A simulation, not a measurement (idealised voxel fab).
The name of this process module is voxel wiring stack.
cross-section cut | 200 nm wide | cells 5 nm
Bands, listed from the top down, are how a cross-section gets written in this document; the cross-section itself is a grid of square cells, and a band is one or more rows of them. Heads up on the band format: heights come first, top then bottom, in nm. After that it's the materials left to right, each with its width in nm. A single material flagged "edge to edge" fills the whole band edge to edge, and "empty" means there's empty space there. Heights are reckoned from 0. Under this level, the received wafer is all of one material. The bottommost band is open-ended downward, for example "0 down". Top row gets the first number, bottom row gets the second, and each row in between changes by the same step: that is how a band width like "30..40" works. Any step labelled "nothing changed" changed none of the cells in the cross-section. Encapsulated voids: empty space of 8 cells or more with no open way to the top, each as width x height at its distance from the left edge, in nm. Step line, after settings: the simulator's comment on this step. "overlay nm" denotes, for a step that has a mask, the displacement of the mask to the right of its planned place, with negative values corresponding to the left. Guide to the pairs. Each holds a before and an after cross-section around one process step; the after cross-section is cut off at the lowest band that changed. Look under the pair for the step between them and its settings. Pairs can come from different runs of this module on the same starting wafer, so a pair follows on from the one above it only where its entry headed "Pre-process cross-section" says it does.

PRE-PROCESS CROSS-SECTION
0 down: Si edge to edge
Encapsulated voids: none

STEP RESULT
15 to 0: SiO2 edge to edge
Under the height 0 nothing was changed.
Encapsulated voids: none
The two cross-sections above bracket this step: CONFORMAL_DEP: material SiO2, thk nm 15

Pre-process cross-section: no separate figure, the pair right above already shows it after its step.

STEP RESULT
20 to 15: SiN edge to edge
Under the height 15 nothing was changed.
Encapsulated voids: none
The two cross-sections above bracket this step: CONFORMAL_DEP: material SiN, thk nm 5

Pre-process cross-section: no separate figure, the pair right above already shows it after its step.

STEP RESULT
45 to 20: lowk edge to edge
Under the height 20 nothing was changed.
Encapsulated voids: none
The two cross-sections above bracket this step: DIRECTIONAL_DEP: material lowk, thk nm 25

Pre-process cross-section: no separate figure, the pair right above already shows it after its step.

STEP RESULT
55 to 45: aC edge to edge
Under the height 45 nothing was changed.
Encapsulated voids: none
The two cross-sections above bracket this step: DIRECTIONAL_DEP: material aC, thk nm 10

Pre-process cross-section: no separate figure, the pair right above already shows it after its step.

STEP RESULT
85 to 55: resist 65 nm | empty 25 nm | resist 20 nm | empty 25 nm | resist 65 nm
Under the height 55 nothing was changed.
Encapsulated voids: none
The two cross-sections above bracket this step: PATTERN: tone open, mask id METAL_1, material resist, width nm 25, pitch nm 45, thk nm 30, overlay nm 0

Pre-process cross-section: no separate figure, the pair right above already shows it after its step.

STEP RESULT
75 to 55: resist 65 nm | empty 25 nm | resist 20 nm | empty 25 nm | resist 65 nm
55 to 45: aC 65 nm | empty 25 nm | aC 20 nm | empty 25 nm | aC 65 nm
Under the height 45 nothing was changed.
Encapsulated voids: none
The two cross-sections above bracket this step: DIRECTIONAL_ETCH: etch materials aC, depth nm 10

Pre-process cross-section: no separate figure, the pair right above already shows it after its step.

STEP RESULT
55 to 45: aC 65 nm | empty 25 nm | aC 20 nm | empty 25 nm | aC 65 nm
Under the height 45 nothing was changed.
Encapsulated voids: none
The two cross-sections above bracket this step: STRIP: etch materials resist

Pre-process cross-section: no separate figure, the pair right above already shows it after its step.

STEP RESULT
55 to 45: aC 65 nm | empty 25 nm | aC 20 nm | empty 25 nm | aC 65 nm
45 to 20: lowk 65 nm | empty 25 nm | lowk 20 nm | empty 25 nm | lowk 65 nm
Under the height 20 nothing was changed.
Encapsulated voids: none
The two cross-sections above bracket this step: DIRECTIONAL_ETCH: etch materials lowk, depth nm 25

Pre-process cross-section: no separate figure, the pair right above already shows it after its step.

STEP RESULT
55 to 45: aC 65 nm | empty 25 nm | aC 20 nm | empty 25 nm | aC 65 nm
45 to 20: lowk 65 nm | empty 25 nm | lowk 20 nm | empty 25 nm | lowk 65 nm
20 to 15: SiN 65 nm | empty 25 nm | SiN 20 nm | empty 25 nm | SiN 65 nm
Under the height 15 nothing was changed.
Encapsulated voids: none
The two cross-sections above bracket this step: DIRECTIONAL_ETCH: etch materials SiN, depth nm 5

Pre-process cross-section: no separate figure, the pair right above already shows it after its step.

STEP RESULT
45 to 20: lowk 65 nm | empty 25 nm | lowk 20 nm | empty 25 nm | lowk 65 nm
Under the height 20 nothing was changed.
Encapsulated voids: none
The two cross-sections above bracket this step: STRIP: etch materials aC

Pre-process cross-section: no separate figure, the pair right above already shows it after its step.

STEP RESULT
50 to 45: TiN 70 nm | empty 15 nm | TiN 30 nm | empty 15 nm | TiN 70 nm
45 to 20: lowk 65 nm | TiN 5 nm | empty 15 nm | TiN 5 nm | lowk 20 nm | TiN 5 nm | empty 15 nm | TiN 5 nm | lowk 65 nm
20 to 15: SiN 65 nm | TiN 25 nm | SiN 20 nm | TiN 25 nm | SiN 65 nm
Under the height 15 nothing was changed.
Encapsulated voids: none
The two cross-sections above bracket this step: CONFORMAL_DEP: material TiN, thk nm 5

Pre-process cross-section: no separate figure, the pair right above already shows it after its step.

STEP RESULT
55 to 50: Ru edge to edge
50 to 45: TiN 70 nm | Ru 15 nm | TiN 30 nm | Ru 15 nm | TiN 70 nm
45 to 20: lowk 65 nm | TiN 5 nm | Ru 15 nm | TiN 5 nm | lowk 20 nm | TiN 5 nm | Ru 15 nm | TiN 5 nm | lowk 65 nm
Under the height 20 nothing was changed.
Encapsulated voids: none
The two cross-sections above bracket this step: FILL_DEP: material Ru, thk nm 5

Pre-process cross-section: no separate figure, the pair right above already shows it after its step.

STEP RESULT
45 to 20: lowk 65 nm | TiN 5 nm | Ru 15 nm | TiN 5 nm | lowk 20 nm | TiN 5 nm | Ru 15 nm | TiN 5 nm | lowk 65 nm
Under the height 20 nothing was changed.
Encapsulated voids: none
The two cross-sections above bracket this step: CMP: height nm 45

Pre-process cross-section: no separate figure, the pair right above already shows it after its step.

STEP RESULT
50 to 45: SiCN edge to edge
Under the height 45 nothing was changed.
Encapsulated voids: none
The two cross-sections above bracket this step: CONFORMAL_DEP: material SiCN, thk nm 5

Pre-process cross-section: no separate figure, the pair right above already shows it after its step.

STEP RESULT
65 to 50: SiO2 edge to edge
Under the height 50 nothing was changed.
Encapsulated voids: none
The two cross-sections above bracket this step: DIRECTIONAL_DEP: material SiO2, thk nm 15

Pre-process cross-section: no separate figure, the pair right above already shows it after its step.

STEP RESULT
65 to 50: SiO2 65 nm | empty 15 nm | SiO2 30 nm | empty 15 nm | SiO2 75 nm
Under the height 50 nothing was changed.
Encapsulated voids: none
The two cross-sections above bracket this step: MASKED_ETCH: tone open, mask id PLUG_1, width nm 15, pitch nm 45, etch materials SiO2, depth nm 15, overlay nm 0

Pre-process cross-section: no separate figure, the pair right above already shows it after its step.

STEP RESULT
65 to 50: SiO2 65 nm | empty 15 nm | SiO2 30 nm | empty 15 nm | SiO2 75 nm
50 to 45: SiCN 65 nm | empty 15 nm | SiCN 30 nm | empty 15 nm | SiCN 75 nm
Under the height 45 nothing was changed.
Encapsulated voids: none
The two cross-sections above bracket this step: MASKED_ETCH: tone open, mask id PLUG_1, width nm 15, pitch nm 45, etch materials SiCN, depth nm 5, overlay nm 0

Pre-process cross-section: no separate figure, the pair right above already shows it after its step.

STEP RESULT
65 to 55: SiO2 65 nm | empty 15 nm | SiO2 30 nm | empty 15 nm | SiO2 75 nm
55 to 50: SiO2 65 nm | Ru 15 nm | SiO2 30 nm | Ru 15 nm | SiO2 75 nm
50 to 45: SiCN 65 nm | Ru 15 nm | SiCN 30 nm | Ru 15 nm | SiCN 75 nm
Under the height 45 nothing was changed.
Encapsulated voids: none
The two cross-sections above bracket this step: EPI: material Ru, thk nm 10

Pre-process cross-section: no separate figure, the pair right above already shows it after its step.

STEP RESULT
65 to 50: SiO2 65 nm | Ru 15 nm | SiO2 30 nm | Ru 15 nm | SiO2 75 nm
Under the height 50 nothing was changed.
Encapsulated voids: none
The two cross-sections above bracket this step: EPI: material Ru, thk nm 10

Pre-process cross-section: no separate figure, the pair right above already shows it after its step.

STEP RESULT
70 to 65: SiN edge to edge
Under the height 65 nothing was changed.
Encapsulated voids: none
The two cross-sections above bracket this step: CONFORMAL_DEP: material SiN, thk nm 5

Pre-process cross-section: no separate figure, the pair right above already shows it after its step.

STEP RESULT
90 to 70: lowk edge to edge
Under the height 70 nothing was changed.
Encapsulated voids: none
The two cross-sections above bracket this step: DIRECTIONAL_DEP: material lowk, thk nm 20

Pre-process cross-section: no separate figure, the pair right above already shows it after its step.

STEP RESULT
90 to 70: lowk 65 nm | empty 25 nm | lowk 20 nm | empty 25 nm | lowk 65 nm
Under the height 70 nothing was changed.
Encapsulated voids: none
The two cross-sections above bracket this step: MASKED_ETCH: tone open, mask id METAL_2, width nm 25, pitch nm 45, etch materials lowk, depth nm 20, overlay nm 0

Pre-process cross-section: no separate figure, the pair right above already shows it after its step.

STEP RESULT
90 to 70: lowk 65 nm | empty 25 nm | lowk 20 nm | empty 25 nm | lowk 65 nm
70 to 65: SiN 65 nm | empty 25 nm | SiN 20 nm | empty 25 nm | SiN 65 nm
Under the height 65 nothing was changed.
Encapsulated voids: none
The two cross-sections above bracket this step: MASKED_ETCH: tone open, mask id METAL_2, width nm 25, pitch nm 45, etch materials SiN, depth nm 5, overlay nm 0

Pre-process cross-section: no separate figure, the pair right above already shows it after its step.

STEP RESULT
95 to 90: TiN 70 nm | empty 15 nm | TiN 30 nm | empty 15 nm | TiN 70 nm
90 to 70: lowk 65 nm | TiN 5 nm | empty 15 nm | TiN 5 nm | lowk 20 nm | TiN 5 nm | empty 15 nm | TiN 5 nm | lowk 65 nm
70 to 65: SiN 65 nm | TiN 25 nm | SiN 20 nm | TiN 25 nm | SiN 65 nm
Under the height 65 nothing was changed.
Encapsulated voids: none
The two cross-sections above bracket this step: CONFORMAL_DEP: material TiN, thk nm 5

Pre-process cross-section: no separate figure, the pair right above already shows it after its step.

STEP RESULT
105 to 95: Ru edge to edge
95 to 90: TiN 70 nm | Ru 15 nm | TiN 30 nm | Ru 15 nm | TiN 70 nm
90 to 70: lowk 65 nm | TiN 5 nm | Ru 15 nm | TiN 5 nm | lowk 20 nm | TiN 5 nm | Ru 15 nm | TiN 5 nm | lowk 65 nm
Under the height 70 nothing was changed.
Encapsulated voids: none
The two cross-sections above bracket this step: FILL_DEP: material Ru, thk nm 10

Pre-process cross-section: no separate figure, the pair right above already shows it after its step.

STEP RESULT
90 to 70: lowk 65 nm | TiN 5 nm | Ru 15 nm | TiN 5 nm | lowk 20 nm | TiN 5 nm | Ru 15 nm | TiN 5 nm | lowk 65 nm
Under the height 70 nothing was changed.
Encapsulated voids: none
The two cross-sections above bracket this step: CMP: height nm 90

Pre-process cross-section: no separate figure, the pair right above already shows it after its step.

STEP RESULT
95 to 90: SiCN edge to edge
Under the height 90 nothing was changed.
Encapsulated voids: none
The two cross-sections above bracket this step: CONFORMAL_DEP: material SiCN, thk nm 5

Pre-process cross-section: no separate figure, the pair right above already shows it after its step.

STEP RESULT
105 to 95: SiO2 edge to edge
Under the height 95 nothing was changed.
Encapsulated voids: none
The two cross-sections above bracket this step: DIRECTIONAL_DEP: material SiO2, thk nm 10

Pre-process cross-section: no separate figure, the pair right above already shows it after its step.

STEP RESULT
105 to 95: SiO2 65 nm | empty 15 nm | SiO2 120 nm
Under the height 95 nothing was changed.
Encapsulated voids: none
The two cross-sections above bracket this step: MASKED_ETCH: tone open, mask id PLUG_2, width nm 15, etch materials SiO2, depth nm 10, overlay nm 0

Pre-process cross-section: no separate figure, the pair right above already shows it after its step.

STEP RESULT
105 to 95: SiO2 65 nm | empty 15 nm | SiO2 120 nm
95 to 90: SiCN 65 nm | empty 15 nm | SiCN 120 nm
Under the height 90 nothing was changed.
Encapsulated voids: none
The two cross-sections above bracket this step: MASKED_ETCH: tone open, mask id PLUG_2, width nm 15, etch materials SiCN, depth nm 5, overlay nm 0

Pre-process cross-section: no separate figure, the pair right above already shows it after its step.

STEP RESULT
105 to 100: SiO2 65 nm | empty 15 nm | SiO2 120 nm
100 to 95: SiO2 65 nm | Ru 15 nm | SiO2 120 nm
95 to 90: SiCN 65 nm | Ru 15 nm | SiCN 120 nm
Under the height 90 nothing was changed.
Encapsulated voids: none
The two cross-sections above bracket this step: EPI: material Ru, thk nm 10

Pre-process cross-section: no separate figure, the pair right above already shows it after its step.

STEP RESULT
105 to 95: SiO2 65 nm | Ru 15 nm | SiO2 120 nm
Under the height 95 nothing was changed.
Encapsulated voids: none
The two cross-sections above bracket this step: EPI: material Ru, thk nm 5

Pre-process cross-section: no separate figure, the pair right above already shows it after its step.

STEP RESULT
110 to 105: SiN edge to edge
Under the height 105 nothing was changed.
Encapsulated voids: none
The two cross-sections above bracket this step: CONFORMAL_DEP: material SiN, thk nm 5

Pre-process cross-section: no separate figure, the pair right above already shows it after its step.

STEP RESULT
130 to 110: lowk edge to edge
Under the height 110 nothing was changed.
Encapsulated voids: none
The two cross-sections above bracket this step: DIRECTIONAL_DEP: material lowk, thk nm 20

Pre-process cross-section: no separate figure, the pair right above already shows it after its step.

STEP RESULT
145 to 130: aC edge to edge
Under the height 130 nothing was changed.
Encapsulated voids: none
The two cross-sections above bracket this step: DIRECTIONAL_DEP: material aC, thk nm 15

Pre-process cross-section: no separate figure, the pair right above already shows it after its step.

STEP RESULT
175 to 145: resist 65 nm | empty 25 nm | resist 20 nm | empty 25 nm | resist 65 nm
Under the height 145 nothing was changed.
Encapsulated voids: none
The two cross-sections above bracket this step: PATTERN: tone open, mask id METAL_3, material resist, width nm 25, pitch nm 45, thk nm 30, overlay nm 0

Pre-process cross-section: no separate figure, the pair right above already shows it after its step.

STEP RESULT
160 to 145: resist 65 nm | empty 25 nm | resist 20 nm | empty 25 nm | resist 65 nm
145 to 130: aC 65 nm | empty 25 nm | aC 20 nm | empty 25 nm | aC 65 nm
Under the height 130 nothing was changed.
Encapsulated voids: none
The two cross-sections above bracket this step: DIRECTIONAL_ETCH: etch materials aC, depth nm 15

Pre-process cross-section: no separate figure, the pair right above already shows it after its step.

STEP RESULT
145 to 130: aC 65 nm | empty 25 nm | aC 20 nm | empty 25 nm | aC 65 nm
Under the height 130 nothing was changed.
Encapsulated voids: none
The two cross-sections above bracket this step: STRIP: etch materials resist

Pre-process cross-section: no separate figure, the pair right above already shows it after its step.

STEP RESULT
145 to 130: aC 65 nm | empty 25 nm | aC 20 nm | empty 25 nm | aC 65 nm
130 to 110: lowk 65 nm | empty 25 nm | lowk 20 nm | empty 25 nm | lowk 65 nm
Under the height 110 nothing was changed.
Encapsulated voids: none
The two cross-sections above bracket this step: DIRECTIONAL_ETCH: etch materials lowk, depth nm 20

Pre-process cross-section: no separate figure, the pair right above already shows it after its step.

STEP RESULT
145 to 130: aC 65 nm | empty 25 nm | aC 20 nm | empty 25 nm | aC 65 nm
130 to 110: lowk 65 nm | empty 25 nm | lowk 20 nm | empty 25 nm | lowk 65 nm
110 to 105: SiN 65 nm | empty 25 nm | SiN 20 nm | empty 25 nm | SiN 65 nm
Under the height 105 nothing was changed.
Encapsulated voids: none
The two cross-sections above bracket this step: DIRECTIONAL_ETCH: etch materials SiN, depth nm 5

Pre-process cross-section: no separate figure, the pair right above already shows it after its step.

STEP RESULT
130 to 110: lowk 65 nm | empty 25 nm | lowk 20 nm | empty 25 nm | lowk 65 nm
Under the height 110 nothing was changed.
Encapsulated voids: none
The two cross-sections above bracket this step: STRIP: etch materials aC

Pre-process cross-section: no separate figure, the pair right above already shows it after its step.

STEP RESULT
135 to 130: TiN 70 nm | empty 15 nm | TiN 30 nm | empty 15 nm | TiN 70 nm
130 to 110: lowk 65 nm | TiN 5 nm | empty 15 nm | TiN 5 nm | lowk 20 nm | TiN 5 nm | empty 15 nm | TiN 5 nm | lowk 65 nm
110 to 105: SiN 65 nm | TiN 25 nm | SiN 20 nm | TiN 25 nm | SiN 65 nm
Under the height 105 nothing was changed.
Encapsulated voids: none
The two cross-sections above bracket this step: CONFORMAL_DEP: material TiN, thk nm 5

Pre-process cross-section: no separate figure, the pair right above already shows it after its step.

STEP RESULT
140 to 135: Ru edge to edge
135 to 130: TiN 70 nm | Ru 15 nm | TiN 30 nm | Ru 15 nm | TiN 70 nm
130 to 110: lowk 65 nm | TiN 5 nm | Ru 15 nm | TiN 5 nm | lowk 20 nm | TiN 5 nm | Ru 15 nm | TiN 5 nm | lowk 65 nm
Under the height 110 nothing was changed.
Encapsulated voids: none
The two cross-sections above bracket this step: FILL_DEP: material Ru, thk nm 5

Pre-process cross-section: no separate figure, the pair right above already shows it after its step.

STEP RESULT
130 to 110: lowk 65 nm | TiN 5 nm | Ru 15 nm | TiN 5 nm | lowk 20 nm | TiN 5 nm | Ru 15 nm | TiN 5 nm | lowk 65 nm
Under the height 110 nothing was changed.
Encapsulated voids: none
The two cross-sections above bracket this step: CMP: height nm 130

Pre-process cross-section: no separate figure, the pair right above already shows it after its step.

STEP RESULT
135 to 130: SiCN edge to edge
Under the height 130 nothing was changed.
Encapsulated voids: none
The two cross-sections above bracket this step: CONFORMAL_DEP: material SiCN, thk nm 5

PRE-PROCESS CROSS-SECTION
105 to 95: SiO2 65 nm | Ru 15 nm | SiO2 120 nm
95 to 90: SiCN 65 nm | Ru 15 nm | SiCN 120 nm
90 to 70: lowk 65 nm | TiN 5 nm | Ru 15 nm | TiN 5 nm | lowk 20 nm | TiN 5 nm | Ru 15 nm | TiN 5 nm | lowk 65 nm
70 to 65: SiN 65 nm | TiN 25 nm | SiN 20 nm | TiN 25 nm | SiN 65 nm
65 to 50: SiO2 65 nm | Ru 15 nm | SiO2 30 nm | Ru 15 nm | SiO2 75 nm
50 to 45: SiCN 65 nm | Ru 15 nm | SiCN 30 nm | Ru 15 nm | SiCN 75 nm
45 to 20: lowk 65 nm | TiN 5 nm | Ru 15 nm | TiN 5 nm | lowk 20 nm | TiN 5 nm | Ru 15 nm | TiN 5 nm | lowk 65 nm
20 to 15: SiN 65 nm | TiN 25 nm | SiN 20 nm | TiN 25 nm | SiN 65 nm
15 to 0: SiO2 edge to edge
0 down: Si edge to edge
Encapsulated voids: none

STEP RESULT
125 to 105: lowk edge to edge
Under the height 105 nothing was changed.
Encapsulated voids: none
The two cross-sections above bracket this step: DIRECTIONAL_DEP: material lowk, thk nm 20

Pre-process cross-section: no separate figure, the pair right above already shows it after its step.

STEP RESULT
140 to 125: aC edge to edge
Under the height 125 nothing was changed.
Encapsulated voids: none
The two cross-sections above bracket this step: DIRECTIONAL_DEP: material aC, thk nm 15

Pre-process cross-section: no separate figure, the pair right above already shows it after its step.

STEP RESULT
170 to 140: resist 65 nm | empty 25 nm | resist 20 nm | empty 25 nm | resist 65 nm
Under the height 140 nothing was changed.
Encapsulated voids: none
The two cross-sections above bracket this step: PATTERN: tone open, mask id METAL_3, material resist, width nm 25, pitch nm 45, thk nm 30, overlay nm 0

Pre-process cross-section: no separate figure, the pair right above already shows it after its step.

STEP RESULT
155 to 140: resist 65 nm | empty 25 nm | resist 20 nm | empty 25 nm | resist 65 nm
140 to 125: aC 65 nm | empty 25 nm | aC 20 nm | empty 25 nm | aC 65 nm
Under the height 125 nothing was changed.
Encapsulated voids: none
The two cross-sections above bracket this step: DIRECTIONAL_ETCH: etch materials aC, depth nm 15

Pre-process cross-section: no separate figure, the pair right above already shows it after its step.

STEP RESULT
140 to 125: aC 65 nm | empty 25 nm | aC 20 nm | empty 25 nm | aC 65 nm
Under the height 125 nothing was changed.
Encapsulated voids: none
The two cross-sections above bracket this step: STRIP: etch materials resist

Pre-process cross-section: no separate figure, the pair right above already shows it after its step.

STEP RESULT
140 to 125: aC 65 nm | empty 25 nm | aC 20 nm | empty 25 nm | aC 65 nm
125 to 105: lowk 65 nm | empty 25 nm | lowk 20 nm | empty 25 nm | lowk 65 nm
Under the height 105 nothing was changed.
Encapsulated voids: none
The two cross-sections above bracket this step: DIRECTIONAL_ETCH: etch materials lowk, depth nm 20

Pre-process cross-section: no separate figure, the pair right above already shows it after its step.

STEP RESULT
125 to 105: lowk 65 nm | empty 25 nm | lowk 20 nm | empty 25 nm | lowk 65 nm
Under the height 105 nothing was changed.
Encapsulated voids: none
The two cross-sections above bracket this step: STRIP: etch materials aC

Pre-process cross-section: no separate figure, the pair right above already shows it after its step.

STEP RESULT
130 to 125: TiN 70 nm | empty 15 nm | TiN 30 nm | empty 15 nm | TiN 70 nm
125 to 110: lowk 65 nm | TiN 5 nm | empty 15 nm | TiN 5 nm | lowk 20 nm | TiN 5 nm | empty 15 nm | TiN 5 nm | lowk 65 nm
110 to 105: lowk 65 nm | TiN 25 nm | lowk 20 nm | TiN 25 nm | lowk 65 nm
Under the height 105 nothing was changed.
Encapsulated voids: none
The two cross-sections above bracket this step: CONFORMAL_DEP: material TiN, thk nm 5

Pre-process cross-section: no separate figure, the pair right above already shows it after its step.

STEP RESULT
135 to 130: Ru edge to edge
130 to 125: TiN 70 nm | Ru 15 nm | TiN 30 nm | Ru 15 nm | TiN 70 nm
125 to 110: lowk 65 nm | TiN 5 nm | Ru 15 nm | TiN 5 nm | lowk 20 nm | TiN 5 nm | Ru 15 nm | TiN 5 nm | lowk 65 nm
Under the height 110 nothing was changed.
Encapsulated voids: none
The two cross-sections above bracket this step: FILL_DEP: material Ru, thk nm 5

Pre-process cross-section: no separate figure, the pair right above already shows it after its step.

STEP RESULT
130 to 125: TiN 70 nm | Ru 15 nm | TiN 30 nm | Ru 15 nm | TiN 70 nm
Under the height 125 nothing was changed.
Encapsulated voids: none
The two cross-sections above bracket this step: CMP: height nm 130

Pre-process cross-section: no separate figure, the pair right above already shows it after its step.

STEP RESULT
135 to 130: SiCN edge to edge
Under the height 130 nothing was changed.
Encapsulated voids: none
The two cross-sections above bracket this step: CONFORMAL_DEP: material SiCN, thk nm 5

PRE-PROCESS CROSS-SECTION
65 to 50: SiO2 edge to edge
50 to 45: SiCN edge to edge
45 to 20: lowk 65 nm | TiN 5 nm | Ru 15 nm | TiN 5 nm | lowk 20 nm | TiN 5 nm | Ru 15 nm | TiN 5 nm | lowk 65 nm
20 to 15: SiN 65 nm | TiN 25 nm | SiN 20 nm | TiN 25 nm | SiN 65 nm
15 to 0: SiO2 edge to edge
0 down: Si edge to edge
Encapsulated voids: none

STEP RESULT
80 to 50: SiO2 edge to edge
Under the height 50 nothing was changed.
Encapsulated voids: none
The two cross-sections above bracket this step: DIRECTIONAL_DEP: material SiO2, thk nm 15

Pre-process cross-section: no separate figure, the pair right above already shows it after its step.

STEP RESULT
80 to 65: SiO2 65 nm | empty 15 nm | SiO2 30 nm | empty 15 nm | SiO2 75 nm
Under the height 65 nothing was changed.
Encapsulated voids: none
The two cross-sections above bracket this step: MASKED_ETCH: tone open, mask id PLUG_1, width nm 15, pitch nm 45, etch materials SiO2, depth nm 15, overlay nm 0

Pre-process cross-section: no separate figure, the pair right above already shows it after its step.

STEP RESULT
85 to 80: SiN 70 nm | empty 5 nm | SiN 40 nm | empty 5 nm | SiN 80 nm
80 to 70: SiO2 65 nm | SiN 5 nm | empty 5 nm | SiN 5 nm | SiO2 30 nm | SiN 5 nm | empty 5 nm | SiN 5 nm | SiO2 75 nm
70 to 65: SiO2 65 nm | SiN 15 nm | SiO2 30 nm | SiN 15 nm | SiO2 75 nm
Under the height 65 nothing was changed.
Encapsulated voids: none
The two cross-sections above bracket this step: CONFORMAL_DEP: material SiN, thk nm 5

Pre-process cross-section: no separate figure, the pair right above already shows it after its step.

STEP RESULT
105 to 90: lowk 70 nm | empty 5 nm | lowk 40 nm | empty 5 nm | lowk 80 nm
90 to 85: lowk edge to edge
85 to 80: SiN 70 nm | lowk 5 nm | SiN 40 nm | lowk 5 nm | SiN 80 nm
80 to 70: SiO2 65 nm | SiN 5 nm | lowk 5 nm | SiN 5 nm | SiO2 30 nm | SiN 5 nm | lowk 5 nm | SiN 5 nm | SiO2 75 nm
Under the height 70 nothing was changed.
Encapsulated voids: none
The two cross-sections above bracket this step: DIRECTIONAL_DEP: material lowk, thk nm 20

Pre-process cross-section: no separate figure, the pair right above already shows it after its step.

STEP RESULT
105 to 85: lowk 65 nm | empty 25 nm | lowk 20 nm | empty 25 nm | lowk 65 nm
85 to 80: SiN 70 nm | empty 5 nm | SiN 40 nm | empty 5 nm | SiN 80 nm
80 to 70: SiO2 65 nm | SiN 5 nm | empty 5 nm | SiN 5 nm | SiO2 30 nm | SiN 5 nm | empty 5 nm | SiN 5 nm | SiO2 75 nm
Under the height 70 nothing was changed.
Encapsulated voids: none
The two cross-sections above bracket this step: MASKED_ETCH: tone open, mask id METAL_2, width nm 25, pitch nm 45, etch materials lowk, depth nm 20, overlay nm 0

Pre-process cross-section: no separate figure, the pair right above already shows it after its step.

STEP RESULT
105 to 85: lowk 65 nm | empty 25 nm | lowk 20 nm | empty 25 nm | lowk 65 nm
85 to 80: SiN 65 nm | empty 25 nm | SiN 20 nm | empty 25 nm | SiN 65 nm
80 to 65: SiO2 65 nm | SiN 5 nm | empty 5 nm | SiN 5 nm | SiO2 30 nm | SiN 5 nm | empty 5 nm | SiN 5 nm | SiO2 75 nm
Under the height 65 nothing was changed.
Encapsulated voids: none
The two cross-sections above bracket this step: MASKED_ETCH: tone open, mask id METAL_2, width nm 25, pitch nm 45, etch materials SiN, depth nm 5, overlay nm 0

Pre-process cross-section: no separate figure, the pair right above already shows it after its step.

STEP RESULT
110 to 105: TiN 70 nm | empty 15 nm | TiN 30 nm | empty 15 nm | TiN 70 nm
105 to 85: lowk 65 nm | TiN 5 nm | empty 15 nm | TiN 5 nm | lowk 20 nm | TiN 5 nm | empty 15 nm | TiN 5 nm | lowk 65 nm
85 to 80: SiN 65 nm | TiN 25 nm | SiN 20 nm | TiN 25 nm | SiN 65 nm
80 to 65: SiO2 65 nm | SiN 5 nm | TiN 5 nm | SiN 5 nm | SiO2 30 nm | SiN 5 nm | TiN 5 nm | SiN 5 nm | SiO2 75 nm
Under the height 65 nothing was changed.
Encapsulated voids: none
The two cross-sections above bracket this step: CONFORMAL_DEP: material TiN, thk nm 5

Pre-process cross-section: no separate figure, the pair right above already shows it after its step.

STEP RESULT
120 to 110: Ru edge to edge
110 to 105: TiN 70 nm | Ru 15 nm | TiN 30 nm | Ru 15 nm | TiN 70 nm
105 to 85: lowk 65 nm | TiN 5 nm | Ru 15 nm | TiN 5 nm | lowk 20 nm | TiN 5 nm | Ru 15 nm | TiN 5 nm | lowk 65 nm
Under the height 85 nothing was changed.
Encapsulated voids: none
The two cross-sections above bracket this step: FILL_DEP: material Ru, thk nm 10

Pre-process cross-section: no separate figure, the pair right above already shows it after its step.

STEP RESULT
90 to 85: lowk 65 nm | TiN 5 nm | Ru 15 nm | TiN 5 nm | lowk 20 nm | TiN 5 nm | Ru 15 nm | TiN 5 nm | lowk 65 nm
Under the height 85 nothing was changed.
Encapsulated voids: none
The two cross-sections above bracket this step: CMP: height nm 90

Pre-process cross-section: no separate figure, the pair right above already shows it after its step.

STEP RESULT
95 to 90: SiCN edge to edge
Under the height 90 nothing was changed.
Encapsulated voids: none
The two cross-sections above bracket this step: CONFORMAL_DEP: material SiCN, thk nm 5

Pre-process cross-section: no separate figure, the pair right above already shows it after its step.

STEP RESULT
105 to 95: SiO2 edge to edge
Under the height 95 nothing was changed.
Encapsulated voids: none
The two cross-sections above bracket this step: DIRECTIONAL_DEP: material SiO2, thk nm 10

Pre-process cross-section: no separate figure, the pair right above already shows it after its step.

STEP RESULT
105 to 95: SiO2 65 nm | empty 15 nm | SiO2 120 nm
Under the height 95 nothing was changed.
Encapsulated voids: none
The two cross-sections above bracket this step: MASKED_ETCH: tone open, mask id PLUG_2, width nm 15, etch materials SiO2, depth nm 10, overlay nm 0

Pre-process cross-section: no separate figure, the pair right above already shows it after its step.

STEP RESULT
105 to 95: SiO2 65 nm | empty 15 nm | SiO2 120 nm
95 to 90: SiCN 65 nm | empty 15 nm | SiCN 120 nm
Under the height 90 nothing was changed.
Encapsulated voids: none
The two cross-sections above bracket this step: MASKED_ETCH: tone open, mask id PLUG_2, width nm 15, etch materials SiCN, depth nm 5, overlay nm 0

Pre-process cross-section: no separate figure, the pair right above already shows it after its step.

STEP RESULT
105 to 100: SiO2 65 nm | empty 15 nm | SiO2 120 nm
100 to 95: SiO2 65 nm | Ru 15 nm | SiO2 120 nm
95 to 90: SiCN 65 nm | Ru 15 nm | SiCN 120 nm
Under the height 90 nothing was changed.
Encapsulated voids: none
The two cross-sections above bracket this step: EPI: material Ru, thk nm 10

Pre-process cross-section: no separate figure, the pair right above already shows it after its step.

STEP RESULT
105 to 95: SiO2 65 nm | Ru 15 nm | SiO2 120 nm
Under the height 95 nothing was changed.
Encapsulated voids: none
The two cross-sections above bracket this step: EPI: material Ru, thk nm 5

Pre-process cross-section: no separate figure, the pair right above already shows it after its step.

STEP RESULT
110 to 105: SiN edge to edge
Under the height 105 nothing was changed.
Encapsulated voids: none
The two cross-sections above bracket this step: CONFORMAL_DEP: material SiN, thk nm 5

Pre-process cross-section: no separate figure, the pair right above already shows it after its step.

STEP RESULT
130 to 110: lowk edge to edge
Under the height 110 nothing was changed.
Encapsulated voids: none
The two cross-sections above bracket this step: DIRECTIONAL_DEP: material lowk, thk nm 20

Pre-process cross-section: no separate figure, the pair right above already shows it after its step.

STEP RESULT
145 to 130: aC edge to edge
Under the height 130 nothing was changed.
Encapsulated voids: none
The two cross-sections above bracket this step: DIRECTIONAL_DEP: material aC, thk nm 15

Pre-process cross-section: no separate figure, the pair right above already shows it after its step.

STEP RESULT
175 to 145: resist 65 nm | empty 25 nm | resist 20 nm | empty 25 nm | resist 65 nm
Under the height 145 nothing was changed.
Encapsulated voids: none
The two cross-sections above bracket this step: PATTERN: tone open, mask id METAL_3, material resist, width nm 25, pitch nm 45, thk nm 30, overlay nm 0

Pre-process cross-section: no separate figure, the pair right above already shows it after its step.

STEP RESULT
160 to 145: resist 65 nm | empty 25 nm | resist 20 nm | empty 25 nm | resist 65 nm
145 to 130: aC 65 nm | empty 25 nm | aC 20 nm | empty 25 nm | aC 65 nm
Under the height 130 nothing was changed.
Encapsulated voids: none
The two cross-sections above bracket this step: DIRECTIONAL_ETCH: etch materials aC, depth nm 15
